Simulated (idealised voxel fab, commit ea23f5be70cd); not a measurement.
You're looking at the process module voxel capacitor over wiring.
Section shown: cut. Width: 260 nm. Cell size: 5 nm, square.
Cross-section format: a grid of square cells, given as bands from top to bottom; each band is one or more rows of cells.
Top height, bottom height, nm. Materials left to right, width each, nm. Single material + "everywhere" = fills band edge to edge. "empty" = empty.
Ref level 0: as-received wafer is one material below here. Bottom band extends down with no lower bound ("z 0 and below").
Quick explanation for "30..40": the width changes in equal steps down the rows of cells, from the first number in the band's top row to the second number in its bottom row.
Where the words "nothing changed" appear for a step, the cross-section shows no cell changed by that step; every cell remained as before.
The entry "Completely enclosed voids" lists the empty spaces that cover at least 8 cells and have no open path to the top. Each is written as width x height at distance, where the distance is measured from the left edge and all three values are in nm.
Note: text after step settings on the step line = simulator remark on that step.
Among the settings permitted on a step's line is "overlay nm"; applied to a step with a mask, it specifies the extent to which the mask lay to the right of its planned position, whereas a negative figure signifies a position to the left.
Pairs ahead. Before: cross-section ahead of one process step. After: cross-section once the step is done, shown to the lowest changed band only. Under each pair: that step, with settings. Caution: pairs may come from different runs of this module on the same starting wafer; a pair follows the pair above only where its "Before-step section" entry says so.

## Before-step section
* z 140 to 110: resist 95 nm | empty 15 nm | resist 150 nm
* z 110 to 95: aC everywhere
* z 95 to 80: SiO2 everywhere
* z 80 to 75: SiO2 85 nm | TiN 65 nm | SiO2 110 nm
* z 75 to 70: SiO2 85 nm | Al2O3 65 nm | SiO2 110 nm
* z 70 to 65: SiO2 80 nm | TiN 75 nm | SiO2 105 nm
* z 65 to 45: SiO2 95 nm | Ru 15 nm | SiO2 150 nm
* z 45 to 40: SiCN 95 nm | Ru 15 nm | SiCN 150 nm
* z 40 to 15: lowk 80 nm | TiN 5 nm | Cu 10 nm | TiN 5 nm | lowk 60 nm | TiN 5 nm | Cu 10 nm | TiN 5 nm | lowk 80 nm
* z 15 to 10: SiN 80 nm | TiN 20 nm | SiN 60 nm | TiN 20 nm | SiN 80 nm
* z 10 to 0: SiO2 everywhere
* z 0 and below: Si everywhere
* Completely enclosed voids: none

## Post-Step Geometry
* z 125 to 110: resist 95 nm | empty 15 nm | resist 150 nm
* z 110 to 95: aC 95 nm | empty 15 nm | aC 150 nm
* Under the height 95 nothing was changed.
* Completely enclosed voids: none
The structure goes from the before cross-section above to the after cross-section through DIRECTIONAL_ETCH: etch materials aC, depth nm 15

Before-step section: check the pair just above; its after cross-section is our before state.

## Post-Step Geometry
* z 110 to 95: aC 95 nm | empty 15 nm | aC 150 nm
* Under the height 95 nothing was changed.
* Completely enclosed voids: none
The structure goes from the before cross-section above to the after cross-section through STRIP: etch materials resist

Before-step section: check the pair just above; its after cross-section is our before state.

## Post-Step Geometry
* z 110 to 95: aC 95 nm | empty 15 nm | aC 150 nm
* z 95 to 80: SiO2 95 nm | empty 15 nm | SiO2 150 nm
* Under the height 80 nothing was changed.
* Completely enclosed voids: none
The structure goes from the before cross-section above to the after cross-section through DIRECTIONAL_ETCH: etch materials SiO2, depth nm 15

Before-step section: check the pair just above; its after cross-section is our before state.

## Post-Step Geometry
* z 95 to 80: SiO2 95 nm | empty 15 nm | SiO2 150 nm
* Under the height 80 nothing was changed.
* Completely enclosed voids: none
The structure goes from the before cross-section above to the after cross-section through STRIP: etch materials aC

Before-step section: check the pair just above; its after cross-section is our before state.

## Post-Step Geometry
* z 100 to 95: TiN 100 nm | empty 5 nm | TiN 155 nm
* z 95 to 85: SiO2 95 nm | TiN 5 nm | empty 5 nm | TiN 5 nm | SiO2 150 nm
* z 85 to 75: SiO2 95..85 nm | TiN 15..65 nm | SiO2 150..110 nm
* Under the height 75 nothing was changed.
* Completely enclosed voids: none
The structure goes from the before cross-section above to the after cross-section through CONFORMAL_DEP: material TiN, thk nm 5

Before-step section: check the pair just above; its after cross-section is our before state.

## Post-Step Geometry
* z 110 to 100: Cu everywhere
* z 100 to 95: TiN 100 nm | Cu 5 nm | TiN 155 nm
* z 95 to 85: SiO2 95 nm | TiN 5 nm | Cu 5 nm | TiN 5 nm | SiO2 150 nm
* Under the height 85 nothing was changed.
* Completely enclosed voids: none
The structure goes from the before cross-section above to the after cross-section through FILL_DEP: material Cu, thk nm 10

Before-step section: check the pair just above; its after cross-section is our before state.

## Post-Step Geometry
* z 95 to 85: SiO2 95 nm | TiN 5 nm | Cu 5 nm | TiN 5 nm | SiO2 150 nm
* Under the height 85 nothing was changed.
* Completely enclosed voids: none
The structure goes from the before cross-section above to the after cross-section through CMP: height nm 95

Before-step section: check the pair just above; its after cross-section is our before state.

## Post-Step Geometry
* z 100 to 95: SiN everywhere
* Under the height 95 nothing was changed.
* Completely enclosed voids: none
The structure goes from the before cross-section above to the after cross-section through CONFORMAL_DEP: material SiN, thk nm 5

## Before-step section
* z 65 to 45: SiO2 85 nm | Ru 15 nm | SiO2 160 nm
* z 45 to 40: SiCN 85 nm | Ru 15 nm | SiCN 160 nm
* z 40 to 15: lowk 80 nm | TiN 5 nm | Cu 10 nm | TiN 5 nm | lowk 60 nm | TiN 5 nm | Cu 10 nm | TiN 5 nm | lowk 80 nm
* z 15 to 10: SiN 80 nm | TiN 20 nm | SiN 60 nm | TiN 20 nm | SiN 80 nm
* z 10 to 0: SiO2 everywhere
* z 0 and below: Si everywhere
* Completely enclosed voids: none

## Post-Step Geometry
* z 70 to 65: SiCN everywhere
* Under the height 65 nothing was changed.
* Completely enclosed voids: none
The structure goes from the before cross-section above to the after cross-section through DIRECTIONAL_DEP: material SiCN, thk nm 5

Before-step section: check the pair just above; its after cross-section is our before state.

## Post-Step Geometry
* z 75 to 70: Al2O3 everywhere
* Under the height 70 nothing was changed.
* Completely enclosed voids: none
The structure goes from the before cross-section above to the after cross-section through DIRECTIONAL_DEP: material Al2O3, thk nm 5

Before-step section: check the pair just above; its after cross-section is our before state.

## Post-Step Geometry
* z 80 to 75: TiN everywhere
* Under the height 75 nothing was changed.
* Completely enclosed voids: none
The structure goes from the before cross-section above to the after cross-section through DIRECTIONAL_DEP: material TiN, thk nm 5

Before-step section: check the pair just above; its after cross-section is our before state.

## Post-Step Geometry
* z 100 to 80: empty 85 nm | resist 65 nm | empty 110 nm
* Under the height 80 nothing was changed.
* Completely enclosed voids: none
The structure goes from the before cross-section above to the after cross-section through PATTERN: tone cover, mask id UPPER_PLATE, material resist, width nm 65, thk nm 20, overlay nm 0

Before-step section: check the pair just above; its after cross-section is our before state.

## Post-Step Geometry
* z 100 to 80: empty 85 nm | resist 65 nm | empty 110 nm
* z 80 to 75: empty 85 nm | TiN 65 nm | empty 110 nm
* Under the height 75 nothing was changed.
* Completely enclosed voids: none
The structure goes from the before cross-section above to the after cross-section through DIRECTIONAL_ETCH: etch materials TiN, depth nm 5

Before-step section: check the pair just above; its after cross-section is our before state.

## Post-Step Geometry
* z 100 to 80: empty 85 nm | resist 65 nm | empty 110 nm
* z 80 to 75: empty 85 nm | TiN 65 nm | empty 110 nm
* z 75 to 70: empty 85 nm | Al2O3 65 nm | empty 110 nm
* Under the height 70 nothing was changed.
* Completely enclosed voids: none
The structure goes from the before cross-section above to the after cross-section through DIRECTIONAL_ETCH: etch materials Al2O3, depth nm 5

Before-step section: check the pair just above; its after cross-section is our before state.

## Post-Step Geometry
* z 80 to 75: empty 85 nm | TiN 65 nm | empty 110 nm
* Under the height 75 nothing was changed.
* Completely enclosed voids: none
The structure goes from the before cross-section above to the after cross-section through STRIP: etch materials resist

Before-step section: check the pair just above; its after cross-section is our before state.

## Post-Step Geometry
* z 90 to 80: empty 85 nm | aC 65 nm | empty 110 nm
* z 80 to 75: aC 85 nm | TiN 65 nm | aC 110 nm
* z 75 to 70: aC 85 nm | Al2O3 65 nm | aC 110 nm
* Under the height 70 nothing was changed.
* Completely enclosed voids: none
The structure goes from the before cross-section above to the after cross-section through DIRECTIONAL_DEP: material aC, thk nm 10

Before-step section: check the pair just above; its after cross-section is our before state.

## Post-Step Geometry
* z 115 to 90: empty 80 nm | resist 75 nm | empty 105 nm
* z 90 to 80: empty 80 nm | resist 5 nm | aC 65 nm | resist 5 nm | empty 105 nm
* Under the height 80 nothing was changed.
* Completely enclosed voids: none
The structure goes from the before cross-section above to the after cross-section through PATTERN: tone cover, mask id LOWER_PLATE, material resist, width nm 75, thk nm 25, overlay nm 0

Before-step section: check the pair just above; its after cross-section is our before state.

## Post-Step Geometry
* z 105 to 90: empty 80 nm | resist 75 nm | empty 105 nm
* z 90 to 80: empty 80 nm | resist 5 nm | aC 65 nm | resist 5 nm | empty 105 nm
* z 80 to 75: empty 80 nm | aC 5 nm | TiN 65 nm | aC 5 nm | empty 105 nm
* z 75 to 70: empty 80 nm | aC 5 nm | Al2O3 65 nm | aC 5 nm | empty 105 nm
* Under the height 70 nothing was changed.
* Completely enclosed voids: none
The structure goes from the before cross-section above to the after cross-section through DIRECTIONAL_ETCH: etch materials aC, depth nm 10

Before-step section: check the pair just above; its after cross-section is our before state.

## Post-Step Geometry
* z 90 to 80: empty 85 nm | aC 65 nm | empty 110 nm
* Under the height 80 nothing was changed.
* Completely enclosed voids: none
The structure goes from the before cross-section above to the after cross-section through STRIP: etch materials resist

Before-step section: check the pair just above; its after cross-section is our before state.

## Post-Step Geometry
* z 80 to 75: empty 85 nm | TiN 65 nm | empty 110 nm
* z 75 to 70: empty 85 nm | Al2O3 65 nm | empty 110 nm
* Under the height 70 nothing was changed.
* Completely enclosed voids: none
The structure goes from the before cross-section above to the after cross-section through STRIP: etch materials aC

Before-step section: check the pair just above; its after cross-section is our before state.

## Post-Step Geometry
* z 100 to 80: SiO2 everywhere
* z 80 to 75: SiO2 85 nm | TiN 65 nm | SiO2 110 nm
* z 75 to 70: SiO2 85 nm | Al2O3 65 nm | SiO2 110 nm
* Under the height 70 nothing was changed.
* Completely enclosed voids: none
The structure goes from the before cross-section above to the after cross-section through FILL_DEP: material SiO2, thk nm 20

Before-step section: check the pair just above; its after cross-section is our before state.

## Post-Step Geometry
* z 95 to 80: SiO2 everywhere
* Under the height 80 nothing was changed.
* Completely enclosed voids: none
The structure goes from the before cross-section above to the after cross-section through CMP: height nm 95

Before-step section: check the pair just above; its after cross-section is our before state.

## Post-Step Geometry
* z 110 to 95: aC everywhere
* Under the height 95 nothing was changed.
* Completely enclosed voids: none
The structure goes from the before cross-section above to the after cross-section through DIRECTIONAL_DEP: material aC, thk nm 15

Before-step section: check the pair just above; its after cross-section is our before state.

## Post-Step Geometry
* z 140 to 110: resist 95 nm | empty 15 nm | resist 150 nm
* Under the height 110 nothing was changed.
* Completely enclosed voids: none
The structure goes from the before cross-section above to the after cross-section through PATTERN: tone open, mask id PLUG_2, material resist, width nm 15, thk nm 30, overlay nm 0

Before-step section: check the pair just above; its after cross-section is our before state.

## Post-Step Geometry
* z 125 to 110: resist 95 nm | empty 15 nm | resist 150 nm
* z 110 to 95: aC 95 nm | empty 15 nm | aC 150 nm
* Under the height 95 nothing was changed.
* Completely enclosed voids: none
The structure goes from the before cross-section above to the after cross-section through DIRECTIONAL_ETCH: etch materials aC, depth nm 15

Before-step section: check the pair just above; its after cross-section is our before state.

## Post-Step Geometry
* z 110 to 95: aC 95 nm | empty 15 nm | aC 150 nm
* Under the height 95 nothing was changed.
* Completely enclosed voids: none
The structure goes from the before cross-section above to the after cross-section through STRIP: etch materials resist

Before-step section: check the pair just above; its after cross-section is our before state.

## Post-Step Geometry
* z 110 to 95: aC 95 nm | empty 15 nm | aC 150 nm
* z 95 to 80: SiO2 95 nm | empty 15 nm | SiO2 150 nm
* Under the height 80 nothing was changed.
* Completely enclosed voids: none
The structure goes from the before cross-section above to the after cross-section through DIRECTIONAL_ETCH: etch materials SiO2, depth nm 15

Before-step section: check the pair just above; its after cross-section is our before state.

## Post-Step Geometry
* z 95 to 80: SiO2 95 nm | empty 15 nm | SiO2 150 nm
* Under the height 80 nothing was changed.
* Completely enclosed voids: none
The structure goes from the before cross-section above to the after cross-section through STRIP: etch materials aC

Before-step section: check the pair just above; its after cross-section is our before state.

## Post-Step Geometry
* z 100 to 95: TiN 100 nm | empty 5 nm | TiN 155 nm
* z 95 to 85: SiO2 95 nm | TiN 5 nm | empty 5 nm | TiN 5 nm | SiO2 150 nm
* z 85 to 75: SiO2 95..85 nm | TiN 15..65 nm | SiO2 150..110 nm
* Under the height 75 nothing was changed.
* Completely enclosed voids: none
The structure goes from the before cross-section above to the after cross-section through CONFORMAL_DEP: material TiN, thk nm 5

Before-step section: check the pair just above; its after cross-section is our before state.

## Post-Step Geometry
* z 110 to 100: Cu everywhere
* z 100 to 95: TiN 100 nm | Cu 5 nm | TiN 155 nm
* z 95 to 85: SiO2 95 nm | TiN 5 nm | Cu 5 nm | TiN 5 nm | SiO2 150 nm
* Under the height 85 nothing was changed.
* Completely enclosed voids: none
The structure goes from the before cross-section above to the after cross-section through FILL_DEP: material Cu, thk nm 10

Before-step section: check the pair just above; its after cross-section is our before state.

## Post-Step Geometry
* z 95 to 85: SiO2 95 nm | TiN 5 nm | Cu 5 nm | TiN 5 nm | SiO2 150 nm
* Under the height 85 nothing was changed.
* Completely enclosed voids: none
The structure goes from the before cross-section above to the after cross-section through CMP: height nm 95

Before-step section: check the pair just above; its after cross-section is our before state.

## Post-Step Geometry
* z 100 to 95: SiN everywhere
* Under the height 95 nothing was changed.
* Completely enclosed voids: none
The structure goes from the before cross-section above to the after cross-section through CONFORMAL_DEP: material SiN, thk nm 5

## Before-step section
* z 90 to 80: empty 85 nm | aC 65 nm | empty 110 nm
* z 80 to 75: aC 85 nm | TiN 65 nm | aC 110 nm
* z 75 to 70: aC 85 nm | Al2O3 65 nm | aC 110 nm
* z 70 to 65: TiN everywhere
* z 65 to 45: SiO2 85 nm | Ru 15 nm | SiO2 160 nm
* z 45 to 40: SiCN 85 nm | Ru 15 nm | SiCN 160 nm
* z 40 to 15: lowk 80 nm | TiN 5 nm | Cu 10 nm | TiN 5 nm | lowk 60 nm | TiN 5 nm | Cu 10 nm | TiN 5 nm | lowk 80 nm
* z 15 to 10: SiN 80 nm | TiN 20 nm | SiN 60 nm | TiN 20 nm | SiN 80 nm
* z 10 to 0: SiO2 everywhere
* z 0 and below: Si everywhere
* Completely enclosed voids: none

## Post-Step Geometry
* z 115 to 90: resist 80 nm | empty 75 nm | resist 105 nm
* z 90 to 80: resist 80 nm | empty 5 nm | aC 65 nm | empty 5 nm | resist 105 nm
* Under the height 80 nothing was changed.
* Completely enclosed voids: none
The structure goes from the before cross-section above to the after cross-section through PATTERN: tone open, mask id LOWER_PLATE, material resist, width nm 75, thk nm 25, overlay nm 0

Before-step section: check the pair just above; its after cross-section is our before state.

## Post-Step Geometry
* z 105 to 80: resist 80 nm | empty 75 nm | resist 105 nm
* z 80 to 75: aC 80 nm | empty 5 nm | TiN 65 nm | empty 5 nm | aC 105 nm
* z 75 to 70: aC 80 nm | empty 5 nm | Al2O3 65 nm | empty 5 nm | aC 105 nm
* Under the height 70 nothing was changed.
* Completely enclosed voids: none
The structure goes from the before cross-section above to the after cross-section through DIRECTIONAL_ETCH: etch materials aC, depth nm 10

Before-step section: check the pair just above; its after cross-section is our before state.

## Post-Step Geometry
* z 80 to 75: aC 80 nm | empty 5 nm | TiN 65 nm | empty 5 nm | aC 105 nm
* Under the height 75 nothing was changed.
* Completely enclosed voids: none
The structure goes from the before cross-section above to the after cross-section through STRIP: etch materials resist

Before-step section: check the pair just above; its after cross-section is our before state.

## Post-Step Geometry
* z 80 to 75: aC 80 nm | empty 75 nm | aC 105 nm
* z 75 to 70: aC 80 nm | empty 5 nm | Al2O3 65 nm | empty 5 nm | aC 105 nm
* z 70 to 65: TiN 80 nm | empty 5 nm | TiN 65 nm | empty 5 nm | TiN 105 nm
* Under the height 65 nothing was changed.
* Completely enclosed voids: none
The structure goes from the before cross-section above to the after cross-section through DIRECTIONAL_ETCH: etch materials TiN, depth nm 5

Before-step section: check the pair just above; its after cross-section is our before state.

## Post-Step Geometry
* z 75 to 70: empty 85 nm | Al2O3 65 nm | empty 110 nm
* Under the height 70 nothing was changed.
* Completely enclosed voids: none
The structure goes from the before cross-section above to the after cross-section through STRIP: etch materials aC

Before-step section: check the pair just above; its after cross-section is our before state.

## Post-Step Geometry
* z 95 to 75: SiO2 everywhere
* z 75 to 70: SiO2 85 nm | Al2O3 65 nm | SiO2 110 nm
* z 70 to 65: TiN 80 nm | SiO2 5 nm | TiN 65 nm | SiO2 5 nm | TiN 105 nm
* Under the height 65 nothing was changed.
* Completely enclosed voids: none
The structure goes from the before cross-section above to the after cross-section through FILL_DEP: material SiO2, thk nm 20

Before-step section: check the pair just above; its after cross-section is our before state.

## Post-Step Geometry
* z 110 to 95: aC everywhere
* Under the height 95 nothing was changed.
* Completely enclosed voids: none
The structure goes from the before cross-section above to the after cross-section through DIRECTIONAL_DEP: material aC, thk nm 15

Before-step section: check the pair just above; its after cross-section is our before state.

## Post-Step Geometry
* z 140 to 110: resist 95 nm | empty 15 nm | resist 150 nm
* Under the height 110 nothing was changed.
* Completely enclosed voids: none
The structure goes from the before cross-section above to the after cross-section through PATTERN: tone open, mask id PLUG_2, material resist, width nm 15, thk nm 30, overlay nm 0

Before-step section: check the pair just above; its after cross-section is our before state.

## Post-Step Geometry
* z 125 to 110: resist 95 nm | empty 15 nm | resist 150 nm
* z 110 to 95: aC 95 nm | empty 15 nm | aC 150 nm
* Under the height 95 nothing was changed.
* Completely enclosed voids: none
The structure goes from the before cross-section above to the after cross-section through DIRECTIONAL_ETCH: etch materials aC, depth nm 15

Before-step section: check the pair just above; its after cross-section is our before state.

## Post-Step Geometry
* z 110 to 95: aC 95 nm | empty 15 nm | aC 150 nm
* Under the height 95 nothing was changed.
* Completely enclosed voids: none
The structure goes from the before cross-section above to the after cross-section through STRIP: etch materials resist

Before-step section: check the pair just above; its after cross-section is our before state.

## Post-Step Geometry
* z 110 to 95: aC 95 nm | empty 15 nm | aC 150 nm
* z 95 to 80: SiO2 95 nm | empty 15 nm | SiO2 150 nm
* Under the height 80 nothing was changed.
* Completely enclosed voids: none
The structure goes from the before cross-section above to the after cross-section through DIRECTIONAL_ETCH: etch materials SiO2, depth nm 15

Before-step section: check the pair just above; its after cross-section is our before state.

## Post-Step Geometry
* z 95 to 80: SiO2 95 nm | empty 15 nm | SiO2 150 nm
* Under the height 80 nothing was changed.
* Completely enclosed voids: none
The structure goes from the before cross-section above to the after cross-section through STRIP: etch materials aC

Before-step section: check the pair just above; its after cross-section is our before state.

## Post-Step Geometry
* z 100 to 95: TiN 100 nm | empty 5 nm | TiN 155 nm
* z 95 to 85: SiO2 95 nm | TiN 5 nm | empty 5 nm | TiN 5 nm | SiO2 150 nm
* z 85 to 80: SiO2 95 nm | TiN 15 nm | SiO2 150 nm
* Under the height 80 nothing was changed.
* Completely enclosed voids: none
The structure goes from the before cross-section above to the after cross-section through CONFORMAL_DEP: material TiN, thk nm 5

Before-step section: check the pair just above; its after cross-section is our before state.

## Post-Step Geometry
* z 110 to 100: Cu everywhere
* z 100 to 95: TiN 100 nm | Cu 5 nm | TiN 155 nm
* z 95 to 85: SiO2 95 nm | TiN 5 nm | Cu 5 nm | TiN 5 nm | SiO2 150 nm
* Under the height 85 nothing was changed.
* Completely enclosed voids: none
The structure goes from the before cross-section above to the after cross-section through FILL_DEP: material Cu, thk nm 10

Before-step section: check the pair just above; its after cross-section is our before state.

## Post-Step Geometry
* z 95 to 85: SiO2 95 nm | TiN 5 nm | Cu 5 nm | TiN 5 nm | SiO2 150 nm
* Under the height 85 nothing was changed.
* Completely enclosed voids: none
The structure goes from the before cross-section above to the after cross-section through CMP: height nm 95

Before-step section: check the pair just above; its after cross-section is our before state.

## Post-Step Geometry
* z 100 to 95: SiN everywhere
* Under the height 95 nothing was changed.
* Completely enclosed voids: none
The structure goes from the before cross-section above to the after cross-section through CONFORMAL_DEP: material SiN, thk nm 5
